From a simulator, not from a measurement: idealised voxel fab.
Process module under the name voxel capacitor over wiring
Xsec cut, 160 nm wide, square cell size 5 nm.
A cross-section is written here as square cells arranged in a grid, and it is given in bands from the top down, each band taking up one or more rows of cells. Top, bottom (nm), then materials left to right with widths (nm); lone material tagged "edge to edge" fills the whole band edge to edge; "blank" = empty space. Heads up on the height convention: 0 is the point under which the incoming wafer is all one material, and the lowest band has no bottom, it just keeps going down, like "0..down". The width entry "30->40" should be interpreted row by row: the top row of cells in the band takes the first number, the bottom row takes the second number, and the change between adjacent rows is uniform throughout. Given "nothing got changed" for a step, no cell of the cross-section differs between before and after that step. Basically, "Closed void list" tells you about the enclosed voids: empty spaces with no open way to the top, 8 cells or bigger, each written width x height at distance, where distance is from the left edge, all in nm. Where a step's line continues beyond its settings, the continuation is a remark by the simulator itself on that step. When a step includes a mask, the "overlay nm" setting on its line states how far to the right of its planned place that mask lay, and negative values state how far to the left.

**The steps planned for the process are as follows**
1,RECEIVE | material Si
2,CONFORMAL_DEP | material SiO2 | thk nm 10
3,CONFORMAL_DEP | material SiCN | thk nm 5
4,DIRECTIONAL_DEP | material SiO2 | thk nm 25
5,MASKED_ETCH | tone open | mask id METAL_1 | width nm 20 | pitch nm 75 | etch materials SiO2 | depth nm 25 | overlay nm 0
6,MASKED_ETCH | tone open | mask id METAL_1 | width nm 20 | pitch nm 75 | etch materials SiCN | depth nm 5 | overlay nm 0
7,CONFORMAL_DEP | material TiN | thk nm 5
8,FILL_DEP | material Cu | thk nm 5
9,CMP | height nm 40
10,CONFORMAL_DEP | material SiCN | thk nm 5
11,DIRECTIONAL_DEP | material lowk | thk nm 20
12,DIRECTIONAL_DEP | material aC | thk nm 15
13,PATTERN | tone open | mask id PLUG_1 | material resist | width nm 15 | thk nm 35 | overlay nm 0
14,DIRECTIONAL_ETCH | etch materials aC | depth nm 15
15,STRIP | etch materials resist
16,DIRECTIONAL_ETCH | etch materials lowk | depth nm 20
17,DIRECTIONAL_ETCH | etch materials SiCN | depth nm 5
18,STRIP | etch materials aC
19,EPI | material Ru | thk nm 10
20,EPI | material Ru | thk nm 10
21,EPI | material Ru | thk nm 5
22,DIRECTIONAL_DEP | material TiN | thk nm 10
23,DIRECTIONAL_DEP | material Al2O3 | thk nm 5
24,DIRECTIONAL_DEP | material TiN | thk nm 5
25,PATTERN | tone cover | mask id UPPER_PLATE | material resist | width nm 60 | thk nm 15 | overlay nm 0
26,DIRECTIONAL_ETCH | etch materials TiN | depth nm 5
27,DIRECTIONAL_ETCH | etch materials Al2O3 | depth nm 5
28,STRIP | etch materials resist
29,PATTERN | tone cover | mask id LOWER_PLATE | material resist | width nm 70 | thk nm 15 | overlay nm 0
30,DIRECTIONAL_ETCH | etch materials TiN | depth nm 10
31,STRIP | etch materials resist
32,FILL_DEP | material SiO2 | thk nm 20
33,CMP | height nm 100
34,DIRECTIONAL_DEP | material aC | thk nm 15
35,PATTERN | tone open | mask id PLUG_2 | material resist | width nm 15 | thk nm 30 | overlay nm 0
36,DIRECTIONAL_ETCH | etch materials aC | depth nm 15
37,STRIP | etch materials resist
38,DIRECTIONAL_ETCH | etch materials SiO2 | depth nm 15
39,STRIP | etch materials aC
40,CONFORMAL_DEP | material TiN | thk nm 5
41,FILL_DEP | material Cu | thk nm 5
42,CMP | height nm 100
43,CONFORMAL_DEP | material SiCN | thk nm 5

**Incoming wafer, cross-sectional view, post step 1**
- 0..down = Si edge to edge
- Closed void list: none

**Looking at the first of two wafers in cross-section at end of module - ran to plan**
- 105..100 = SiCN edge to edge
- 100..90 = SiO2 45, then TiN 5, then Cu 5, then TiN 5, then SiO2 100
- 90..80 = SiO2 45->35, then TiN 15->60, then SiO2 100->65
- 80..75 = SiO2 35, then Al2O3 60, then SiO2 65
- 75..65 = SiO2 30, then TiN 70, then SiO2 60
- 65..45 = lowk 35, then Ru 15, then lowk 110
- 45..40 = SiCN 35, then Ru 15, then SiCN 110
- 40..15 = SiO2 30, then TiN 5, then Cu 10, then TiN 5, then SiO2 55, then TiN 5, then Cu 10, then TiN 5, then SiO2 35
- 15..10 = SiCN 30, then TiN 20, then SiCN 55, then TiN 20, then SiCN 35
- 10..0 = SiO2 edge to edge
- 0..down = Si edge to edge
- Closed void list: none

**Now the second wafer, cross-sectioned at the end of the module. Nothing different at the start, nothing different in the plan compared with the first, just one mistake when it was actually run**
- 105..100 = SiCN edge to edge
- 100..90 = SiO2 45, then TiN 5, then Cu 5, then TiN 5, then SiO2 100
- 90..80 = SiO2 45->35, then TiN 15->60, then SiO2 100->65
- 80..75 = Ru edge to edge
- 75..65 = TiN edge to edge
- 65..45 = lowk 35, then Ru 15, then lowk 110
- 45..40 = SiCN 35, then Ru 15, then SiCN 110
- 40..15 = SiO2 30, then TiN 5, then Cu 10, then TiN 5, then SiO2 55, then TiN 5, then Cu 10, then TiN 5, then SiO2 35
- 15..10 = SiCN 30, then TiN 20, then SiCN 55, then TiN 20, then SiCN 35
- 10..0 = SiO2 edge to edge
- 0..down = Si edge to edge
- Closed void list: none
Run error: step 23 did not use the planned setting and instead ran as DIRECTIONAL_DEP | material Ru | thk nm 5
at the end the second wafer has, in cells: Al2O3 -12, Ru +32, SiO2 -56, TiN +36
